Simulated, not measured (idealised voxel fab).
The following process module bears the name voxel local oxidation.
Shown is cross-section cut, with a width of 260 nm and square cells of size 5 nm.
Cross-section spec: square-cell grid; bands listed top down; each band is one or more rows. The entry gives the band's vertical extent as a top height and a bottom height in nm, then its horizontal make-up as materials from left to right, each with a width in nm. "empty" stands for empty space; a single material marked "everywhere" fills the band edge to edge. Heads up on the height convention: 0 is the point under which the incoming wafer is all one material, and the lowest band has no bottom, it just keeps going down, like "z 0 and below". A two-number width, for instance "30..40", indicates that the width is equal to the first number in the top row of the band and to the second number in the bottom row, and that it changes by a constant amount per row of cells. "no modification" (step): cross-section cells unchanged, all of them. Enclosed voids (no open way to top), threshold 8 cells or more, entry "Closed cavities", notation width x height at distance, distance from left edge, nm. On each step's line, the part that comes after the settings is the simulator's own comment on the step. overlay nm: where the mask lay relative to plan, measured to the right, on steps with a mask; negatives go left. Each pair below shows a cross-section before one step and the cross-section after it, down to the lowest band that changed. The line under each pair gives the step between them, with its settings. The pairs can come from different runs of this module on the same starting wafer, so a pair continues from the pair above only where its "Incoming structure" says so.

[Incoming structure]
* z 0 and below  Si everywhere
* Closed cavities: none

[Step Result]
* z 0 to -5  SiO2 everywhere
* Nothing below the height -5 has changed.
* Closed cavities: none
In between the cross-sections above, the run called for OXIDIZE, depth nm 5

Incoming structure: the cross-section after the pair above

[Step Result]
* z 15 to 0  SiN everywhere
* Nothing below the height 0 has changed.
* Closed cavities: none
In between the cross-sections above, the run called for CONFORMAL_DEP, material SiN, thk nm 15

Incoming structure: the cross-section after the pair above

[Step Result]
* z 35 to 15  15 empty, then 100 resist, then 25 empty, then 100 resist, then 20 empty
* Nothing below the height 15 has changed.
* Closed cavities: none
In between the cross-sections above, the run called for PATTERN, tone cover, mask id ACTIVE, material resist, width nm 100, pitch nm 125, thk nm 20, overlay nm 0

Incoming structure: the cross-section after the pair above

[Step Result]
* z 35 to 15  15 empty, then 100 resist, then 25 empty, then 100 resist, then 20 empty
* z 15 to 0  15 empty, then 100 SiN, then 25 empty, then 100 SiN, then 20 empty
* Nothing below the height 0 has changed.
* Closed cavities: none
In between the cross-sections above, the run called for DIRECTIONAL_ETCH, etch materials SiN, depth nm 15

Incoming structure: the cross-section after the pair above

[Step Result]
* z 15 to 0  15 empty, then 100 SiN, then 25 empty, then 100 SiN, then 20 empty
* Nothing below the height 0 has changed.
* Closed cavities: none
In between the cross-sections above, the run called for STRIP, etch materials resist

Incoming structure: the cross-section after the pair above

[Step Result]
* z 15 to 0  15 empty, then 100 SiN, then 25 empty, then 100 SiN, then 20 empty
* z 0 to -5  20 empty, then 90 SiO2, then 35 empty, then 90 SiO2, then 25 empty
* Nothing below the height -5 has changed.
* Closed cavities: none
In between the cross-sections above, the run called for SELECTIVE_ETCH, etch materials SiO2, depth nm 5

Incoming structure: the cross-section after the pair above

[Step Result]
* z 15 to 0  15 empty, then 100 SiN, then 25 empty, then 100 SiN, then 20 empty
* z 0 to -5  20 empty, then 90 SiO2, then 35 empty, then 90 SiO2, then 25 empty
* z -5 to -20  35 SiO2, then 60 Si, then 65 SiO2, then 60 Si, then 40 SiO2
* Nothing below the height -20 has changed.
* Closed cavities: none
In between the cross-sections above, the run called for OXIDIZE, depth nm 15

Incoming structure: the cross-section after the pair above

[Step Result]
* z 0 to -5  20 empty, then 90 SiO2, then 35 empty, then 90 SiO2, then 25 empty
* Nothing below the height -5 has changed.
* Closed cavities: none
In between the cross-sections above, the run called for STRIP, etch materials SiN

[Incoming structure]
* z 15 to 0  15 empty, then 100 SiN, then 25 empty, then 100 SiN, then 20 empty
* z 0 to -5  20 empty, then 90 SiO2, then 35 empty, then 90 SiO2, then 25 empty
* z -5 and below  Si everywhere
* Closed cavities: none

[Step Result]
* z 0 to -5  20 empty, then 90 SiO2, then 35 empty, then 90 SiO2, then 25 empty
* Nothing below the height -5 has changed.
* Closed cavities: none
In between the cross-sections above, the run called for STRIP, etch materials SiN

Incoming structure: the cross-section after the pair above

[Step Result]
* z 0 to -5  20 empty, then 90 SiO2, then 35 empty, then 90 SiO2, then 25 empty
* z -5 to -20  35 SiO2, then 60 Si, then 65 SiO2, then 60 Si, then 40 SiO2
* Nothing below the height -20 has changed.
* Closed cavities: none
In between the cross-sections above, the run called for OXIDIZE, depth nm 15

[Incoming structure]
* z 0 and below  Si everywhere
* Closed cavities: none

[Step Result]
* z 0 to -10  SiO2 everywhere
* Nothing below the height -10 has changed.
* Closed cavities: none
In between the cross-sections above, the run called for OXIDIZE, depth nm 10

Incoming structure: the cross-section after the pair above

[Step Result]
* z 15 to 0  SiN everywhere
* Nothing below the height 0 has changed.
* Closed cavities: none
In between the cross-sections above, the run called for CONFORMAL_DEP, material SiN, thk nm 15

Incoming structure: the cross-section after the pair above

[Step Result]
* z 35 to 15  15 empty, then 100 resist, then 25 empty, then 100 resist, then 20 empty
* Nothing below the height 15 has changed.
* Closed cavities: none
In between the cross-sections above, the run called for PATTERN, tone cover, mask id ACTIVE, material resist, width nm 100, pitch nm 125, thk nm 20, overlay nm 0

Incoming structure: the cross-section after the pair above

[Step Result]
* z 35 to 15  15 empty, then 100 resist, then 25 empty, then 100 resist, then 20 empty
* z 15 to 0  15 empty, then 100 SiN, then 25 empty, then 100 SiN, then 20 empty
* Nothing below the height 0 has changed.
* Closed cavities: none
In between the cross-sections above, the run called for DIRECTIONAL_ETCH, etch materials SiN, depth nm 15

Incoming structure: the cross-section after the pair above

[Step Result]
* z 15 to 0  15 empty, then 100 SiN, then 25 empty, then 100 SiN, then 20 empty
* Nothing below the height 0 has changed.
* Closed cavities: none
In between the cross-sections above, the run called for STRIP, etch materials resist

Incoming structure: the cross-section after the pair above

[Step Result]
* z 15 to 0  15 empty, then 100 SiN, then 25 empty, then 100 SiN, then 20 empty
* z 0 to -5  20 empty, then 90 SiO2, then 35 empty, then 90 SiO2, then 25 empty
* Nothing below the height -5 has changed.
* Closed cavities: none
In between the cross-sections above, the run called for SELECTIVE_ETCH, etch materials SiO2, depth nm 5

Incoming structure: the cross-section after the pair above

[Step Result]
* z 0 to -5  20 empty, then 90 SiO2, then 35 empty, then 90 SiO2, then 25 empty
* Nothing below the height -5 has changed.
* Closed cavities: none
In between the cross-sections above, the run called for STRIP, etch materials SiN

[Incoming structure]
* z 15 to 0  SiN everywhere
* z 0 to -5  SiO2 everywhere
* z -5 and below  Si everywhere
* Closed cavities: none

[Step Result]
* z 35 to 15  15 empty, then 105 resist, then 20 empty, then 105 resist, then 15 empty
* Nothing below the height 15 has changed.
* Closed cavities: none
In between the cross-sections above, the run called for PATTERN, tone cover, mask id ACTIVE, material resist, width nm 105, pitch nm 125, thk nm 20, overlay nm 0

Incoming structure: the cross-section after the pair above

[Step Result]
* z 35 to 15  15 empty, then 105 resist, then 20 empty, then 105 resist, then 15 empty
* z 15 to 0  15 empty, then 105 SiN, then 20 empty, then 105 SiN, then 15 empty
* Nothing below the height 0 has changed.
* Closed cavities: none
In between the cross-sections above, the run called for DIRECTIONAL_ETCH, etch materials SiN, depth nm 15

Incoming structure: the cross-section after the pair above

[Step Result]
* z 15 to 0  15 empty, then 105 SiN, then 20 empty, then 105 SiN, then 15 empty
* Nothing below the height 0 has changed.
* Closed cavities: none
In between the cross-sections above, the run called for STRIP, etch materials resist

Incoming structure: the cross-section after the pair above

[Step Result]
* z 15 to 0  15 empty, then 105 SiN, then 20 empty, then 105 SiN, then 15 empty
* z 0 to -5  20 empty, then 95 SiO2, then 30 empty, then 95 SiO2, then 20 empty
* Nothing below the height -5 has changed.
* Closed cavities: none
In between the cross-sections above, the run called for SELECTIVE_ETCH, etch materials SiO2, depth nm 5

Incoming structure: the cross-section after the pair above

[Step Result]
* z 15 to 0  15 empty, then 105 SiN, then 20 empty, then 105 SiN, then 15 empty
* z 0 to -5  20 empty, then 95 SiO2, then 30 empty, then 95 SiO2, then 20 empty
* z -5 to -20  35 SiO2, then 65 Si, then 60 SiO2, then 65 Si, then 35 SiO2
* Nothing below the height -20 has changed.
* Closed cavities: none
In between the cross-sections above, the run called for OXIDIZE, depth nm 15

Incoming structure: the cross-section after the pair above

[Step Result]
* z 0 to -5  20 empty, then 95 SiO2, then 30 empty, then 95 SiO2, then 20 empty
* Nothing below the height -5 has changed.
* Closed cavities: none
In between the cross-sections above, the run called for STRIP, etch materials SiN

[Incoming structure]
* z 15 to 0  SiN everywhere
* z 0 to -5  SiO2 everywhere
* z -5 and below  Si everywhere
* Closed cavities: none

[Step Result]
* z 35 to 15  20 empty, then 100 resist, then 25 empty, then 100 resist, then 15 empty
* Nothing below the height 15 has changed.
* Closed cavities: none
In between the cross-sections above, the run called for PATTERN, tone cover, mask id ACTIVE, material resist, width nm 100, pitch nm 125, thk nm 20, overlay nm 5

Incoming structure: the cross-section after the pair above

[Step Result]
* z 35 to 15  20 empty, then 100 resist, then 25 empty, then 100 resist, then 15 empty
* z 15 to 0  20 empty, then 100 SiN, then 25 empty, then 100 SiN, then 15 empty
* Nothing below the height 0 has changed.
* Closed cavities: none
In between the cross-sections above, the run called for DIRECTIONAL_ETCH, etch materials SiN, depth nm 15

Incoming structure: the cross-section after the pair above

[Step Result]
* z 15 to 0  20 empty, then 100 SiN, then 25 empty, then 100 SiN, then 15 empty
* Nothing below the height 0 has changed.
* Closed cavities: none
In between the cross-sections above, the run called for STRIP, etch materials resist

Incoming structure: the cross-section after the pair above

[Step Result]
* z 15 to 0  20 empty, then 100 SiN, then 25 empty, then 100 SiN, then 15 empty
* z 0 to -5  25 empty, then 90 SiO2, then 35 empty, then 90 SiO2, then 20 empty
* Nothing below the height -5 has changed.
* Closed cavities: none
In between the cross-sections above, the run called for SELECTIVE_ETCH, etch materials SiO2, depth nm 5

Incoming structure: the cross-section after the pair above

[Step Result]
* z 15 to 0  20 empty, then 100 SiN, then 25 empty, then 100 SiN, then 15 empty
* z 0 to -5  25 empty, then 90 SiO2, then 35 empty, then 90 SiO2, then 20 empty
* z -5 to -20  40 SiO2, then 60 Si, then 65 SiO2, then 60 Si, then 35 SiO2
* Nothing below the height -20 has changed.
* Closed cavities: none
In between the cross-sections above, the run called for OXIDIZE, depth nm 15

Incoming structure: the cross-section after the pair above

[Step Result]
* z 0 to -5  25 empty, then 90 SiO2, then 35 empty, then 90 SiO2, then 20 empty
* Nothing below the height -5 has changed.
* Closed cavities: none
In between the cross-sections above, the run called for STRIP, etch materials SiN

[Incoming structure]
* z 15 to 0  15 empty, then 100 SiN, then 25 empty, then 100 SiN, then 20 empty
* z 0 to -5  20 empty, then 90 SiO2, then 35 empty, then 90 SiO2, then 25 empty
* z -5 to -20  35 SiO2, then 60 Si, then 65 SiO2, then 60 Si, then 40 SiO2
* z -20 and below  Si everywhere
* Closed cavities: none

[Step Result]
* z -5 to -20  35 empty, then 60 Si, then 65 empty, then 60 Si, then 40 empty
* Nothing below the height -20 has changed.
* Closed cavities: none
In between the cross-sections above, the run called for STRIP, etch materials SiO2

[Incoming structure]
* z 15 to 0  SiN everywhere
* z 0 to -5  SiO2 everywhere
* z -5 and below  Si everywhere
* Closed cavities: none

[Step Result]
* z 35 to 15  15 resist, then 100 empty, then 25 resist, then 100 empty, then 20 resist
* Nothing below the height 15 has changed.
* Closed cavities: none
In between the cross-sections above, the run called for PATTERN, tone open, mask id ACTIVE, material resist, width nm 100, pitch nm 125, thk nm 20, overlay nm 0

Incoming structure: the cross-section after the pair above

[Step Result]
* z 35 to 15  15 resist, then 100 empty, then 25 resist, then 100 empty, then 20 resist
* z 15 to 0  15 SiN, then 100 empty, then 25 SiN, then 100 empty, then 20 SiN
* Nothing below the height 0 has changed.
* Closed cavities: none
In between the cross-sections above, the run called for DIRECTIONAL_ETCH, etch materials SiN, depth nm 15

Incoming structure: the cross-section after the pair above

[Step Result]
* z 15 to 0  15 SiN, then 100 empty, then 25 SiN, then 100 empty, then 20 SiN
* Nothing below the height 0 has changed.
* Closed cavities: none
In between the cross-sections above, the run called for STRIP, etch materials resist

Incoming structure: the cross-section after the pair above

[Step Result]
* z 15 to 0  15 SiN, then 100 empty, then 25 SiN, then 100 empty, then 20 SiN
* z 0 to -5  10 SiO2, then 110 empty, then 15 SiO2, then 110 empty, then 15 SiO2
* Nothing below the height -5 has changed.
* Closed cavities: none
In between the cross-sections above, the run called for SELECTIVE_ETCH, etch materials SiO2, depth nm 5

Incoming structure: the cross-section after the pair above

[Step Result]
* z 15 to 0  15 SiN, then 100 empty, then 25 SiN, then 100 empty, then 20 SiN
* z 0 to -5  10 SiO2, then 110 empty, then 15 SiO2, then 110 empty, then 15 SiO2
* z -5 to -20  SiO2 everywhere
* Nothing below the height -20 has changed.
* Closed cavities: none
In between the cross-sections above, the run called for OXIDIZE, depth nm 15

Incoming structure: the cross-section after the pair above

[Step Result]
* z 0 to -5  10 SiO2, then 110 empty, then 15 SiO2, then 110 empty, then 15 SiO2
* Nothing below the height -5 has changed.
* Closed cavities: none
In between the cross-sections above, the run called for STRIP, etch materials SiN
